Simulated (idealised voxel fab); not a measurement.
Presented below is a process module, voxel self aligned vias.
Each square cell in cross-section cut measures 5 nm, and the section as a whole is 290 nm wide.
Square cells in a grid make up a cross-section in this document, and the grid is given as bands, listed from the top down, each one or more rows of cells. It is stipulated that each band's entry specify, in nanometres, the height of the top of the band and then that of its bottom, followed by the materials of the band in left-to-right sequence, each together with its width in nanometres. A single material marked by the word "throughout" is understood to fill the band from edge to edge; the word "air" is understood to denote empty space. Convention: height 0 is the level below which the wafer, as received, is all one material. The lowest band does not terminate at the bottom but continues downward, represented as "z 0 and below". Top row gets the first number, bottom row gets the second, and each row in between changes by the same step: that is how a band width like "30->40" works. Reading "nothing altered" for a step: not a cell of the cross-section changed in it. Entry "Encapsulated voids". Content: empty spaces with no open connection to the top, size 8 cells or greater. Each: width x height at distance. Distance: from left edge. Unit: nm. What comes after the settings on a step's line is commentary from the simulator itself on that step. If you see "overlay nm" on a step's line and that step has a mask, it's telling you how far right of where it was planned the mask ended up; a negative number means it went left instead.
### Below is the list of planned process steps
1 RECEIVE with material Si
2 CONFORMAL_DEP with material SiO2, thk nm 15
3 CONFORMAL_DEP with material SiCN, thk nm 5
4 DIRECTIONAL_DEP with material SiO2, thk nm 30
5 PATTERN with tone open, mask id LINES, material resist, width nm 30, pitch nm 60, thk nm 20, overlay nm 0
6 DIRECTIONAL_ETCH with etch materials SiO2, depth nm 30
7 STRIP with etch materials resist
8 CONFORMAL_DEP with material TiN, thk nm 5
9 FILL_DEP with material Ru, thk nm 5
10 CMP with height nm 50
11 SELECTIVE_ETCH with etch materials W Ru TiN, depth nm 10
12 FILL_DEP with material SiN, thk nm 10
13 CMP with height nm 50
14 DIRECTIONAL_DEP with material SiO2, thk nm 20
15 PATTERN with tone open, mask id VIAS, material resist, width nm 40, pitch nm 60, thk nm 20, overlay nm 0
16 DIRECTIONAL_ETCH with etch materials SiO2, depth nm 20
17 DIRECTIONAL_ETCH with etch materials SiN, depth nm 10
18 STRIP with etch materials resist
19 CONFORMAL_DEP with material TiN, thk nm 5
20 FILL_DEP with material Ru, thk nm 5
21 CMP with height nm 70
22 CONFORMAL_DEP with material SiN, thk nm 5
### Cross-section of the incoming wafer, state after step 1
  z 0 and below  Si throughout
  Encapsulated voids: none
### Looking at the first of two wafers in cross-section at end of module - ran to plan
  z 75 to 70  SiN throughout
  z 70 to 55  SiO2: 95  TiN: 5  Ru: 30  TiN: 5  SiO2: 20  TiN: 5  Ru: 30  TiN: 5  SiO2: 95
  z 55 to 45  SiO2: 95->100  TiN: 10->5  Ru: 20  TiN: 10->5  SiO2: 20->30  TiN: 10->5  Ru: 20  TiN: 10->5  SiO2: 95->100
  z 45 to 40  SiO2: 100  TiN: 30  SiO2: 30  TiN: 30  SiO2: 100
  z 40 to 25  SiO2: 100  TiN: 5  Ru: 20  TiN: 5  SiO2: 30  TiN: 5  Ru: 20  TiN: 5  SiO2: 100
  z 25 to 20  SiO2: 100  TiN: 30  SiO2: 30  TiN: 30  SiO2: 100
  z 20 to 15  SiCN throughout
  z 15 to 0  SiO2 throughout
  z 0 and below  Si throughout
  Encapsulated voids: none
### Second wafer through the module, sectioned at the end: same beginning and same plan as the first wafer, with one mistake in carrying it out
  z 75 to 70  SiN throughout
  z 70 to 50  SiO2: 95  TiN: 5  Ru: 30  TiN: 5  SiO2: 20  TiN: 5  Ru: 30  TiN: 5  SiO2: 95
  z 50 to 45  SiN: 95  TiN: 10  Ru: 20  TiN: 10  SiN: 20  TiN: 10  Ru: 20  TiN: 10  SiN: 95
  z 45 to 40  SiO2: 100  TiN: 30  SiO2: 30  TiN: 30  SiO2: 100
  z 40 to 20  SiO2: 100  TiN: 5  Ru: 20  TiN: 5  SiO2: 30  TiN: 5  Ru: 20  TiN: 5  SiO2: 100
  z 20 to 15  SiO2: 100  TiN: 30  SiO2: 30  TiN: 30  SiO2: 100
  z 15 to 0  SiO2 throughout
  z 0 and below  Si throughout
  Encapsulated voids: none
Processing error: step 3 of the plan: omitted, not performed
Upon completion, the second wafer contains, in terms of cells, a greater or smaller amount of certain materials than the first wafer: +12 Ru | -58 SiCN | +42 SiN | +4 TiN
